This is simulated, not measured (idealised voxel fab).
Title: Process Module voxel self aligned contacts
Xsec cut, 225 nm wide, square cell size 5 nm.
For the purposes of this document, a cross-section shall be understood as a grid of square cells, specified as bands listed in top-to-bottom order, each band consisting of one or more rows of cells.
A band entry consists of two parts. The first gives the height of the band's top and the height of its bottom, in nm. The rest lists the band's materials from left to right, each with its width in nm. A single material labelled with the word "everywhere" fills the band from edge to edge, and the word "empty" marks empty space.
A quick word on heights: they are counted from 0, and under that level the wafer as it came to us is one material throughout. The lowest band is different from the rest in having no bottom; it simply continues downward, written as in "0 -> down".
Per-row width for "30 to 40": begins at first number (top row of band), ends at second number (bottom row), increment between rows held constant.
The designation "nothing got changed", where it is given for a processing step, indicates that no cell of the cross-section was altered in the course of that step.
For the entry "Enclosed internal voids", the listed items are empty spaces with no open way to the top whose size is 8 cells or more; each item follows the pattern width x height at distance, where distance is from the left edge and all three are in nm.
It should be noted that, on the line of a given step, the content following the step's settings is a remark produced by the simulator itself with respect to that step.
Regarding "overlay nm": on a step with a mask, it is the distance the mask lay to the right of its planned place; a negative value places it to the left.

**The steps planned for the process are as follows**
1,RECEIVE with material Si
2,OXIDIZE with depth nm 5
3,DIRECTIONAL_DEP with material polySi, thk nm 20
4,DIRECTIONAL_DEP with material SiN, thk nm 20
5,DIRECTIONAL_DEP with material aC, thk nm 10
6,PATTERN with tone cover, mask id GATE, material resist, width nm 25, pitch nm 50, thk nm 30, overlay nm 0
7,DIRECTIONAL_ETCH with etch materials aC, depth nm 10
8,STRIP with etch materials resist
9,DIRECTIONAL_ETCH with etch materials SiN, depth nm 20
10,DIRECTIONAL_ETCH with etch materials polySi, depth nm 20
11,STRIP with etch materials aC
12,CONFORMAL_DEP with material SiN, thk nm 5
13,DIRECTIONAL_ETCH with etch materials SiN, depth nm 5
14,FILL_DEP with material SiO2, thk nm 15
15,CMP with height nm 50
16,PATTERN with tone open, mask id CONTACT, material resist, width nm 35, pitch nm 50, thk nm 20, overlay nm 0
17,DIRECTIONAL_ETCH with etch materials SiO2, depth nm 55
18,STRIP with etch materials resist
19,CONFORMAL_DEP with material TiN, thk nm 5
20,FILL_DEP with material Ru, thk nm 5
21,CMP with height nm 50
22,CONFORMAL_DEP with material SiCN, thk nm 5

**Cross-section: wafer on arrival = after step 1**
- 0 -> down  Si everywhere
- Enclosed internal voids: none

**The first of two wafers, cross-sectioned at the end of the module, with the run proceeding as planned**
- 55 -> 50  SiCN everywhere
- 50 -> 40  70 of SiO2, 5 to 15 of TiN, 25 to 5 of Ru, 5 to 15 of TiN, 15 of SiO2, 5 to 15 of TiN, 25 to 5 of Ru, 5 to 15 of TiN, 70 of SiO2
- 40 -> 20  45 of SiO2, 35 of SiN, 5 of TiN, 5 of Ru, 5 of TiN, 35 of SiN, 5 of TiN, 5 of Ru, 5 of TiN, 35 of SiN, 45 of SiO2
- 20 -> 0  45 of SiO2, 5 of SiN, 25 of polySi, 5 of SiN, 5 of TiN, 5 of Ru, 5 of TiN, 5 of SiN, 25 of polySi, 5 of SiN, 5 of TiN, 5 of Ru, 5 of TiN, 5 of SiN, 25 of polySi, 5 of SiN, 45 of SiO2
- 0 -> -5  80 of SiO2, 15 of TiN, 35 of SiO2, 15 of TiN, 80 of SiO2
- -5 -> down  Si everywhere
- Enclosed internal voids: none

**End-of-module cross-section of the second wafer: identical starting point and process plan to the first, with one processing mistake**
- 55 -> 50  SiCN everywhere
- 50 -> 45  65 of Ru, 5 of TiN, 35 of SiO2, 5 of TiN, 5 of Ru, 5 of TiN, 35 of SiO2, 5 of TiN, 65 of Ru
- 45 -> 40  40 of Ru, 30 of TiN, 35 of SiO2, 15 of TiN, 35 of SiO2, 30 of TiN, 40 of Ru
- 40 -> 20  40 of Ru, 5 of TiN, 35 of SiN, 15 of SiO2, 35 of SiN, 15 of SiO2, 35 of SiN, 5 of TiN, 40 of Ru
- 20 -> 0  40 of Ru, 5 of TiN, 5 of SiN, 25 of polySi, 5 of SiN, 15 of SiO2, 5 of SiN, 25 of polySi, 5 of SiN, 15 of SiO2, 5 of SiN, 25 of polySi, 5 of SiN, 5 of TiN, 40 of Ru
- 0 -> -5  45 of TiN, 135 of SiO2, 45 of TiN
- -5 -> down  Si everywhere
- Enclosed internal voids: none
So what did we get wrong on this run? step 16 did not use the planned setting and instead ran as PATTERN with tone cover, mask id CONTACT, material resist, width nm 35, pitch nm 50, thk nm 20, overlay nm 0
Looking at both finished wafers in cells, the second ends up ahead of or behind the first on some materials: Ru: 143 more, SiO2: 142 fewer, TiN: 1 fewer
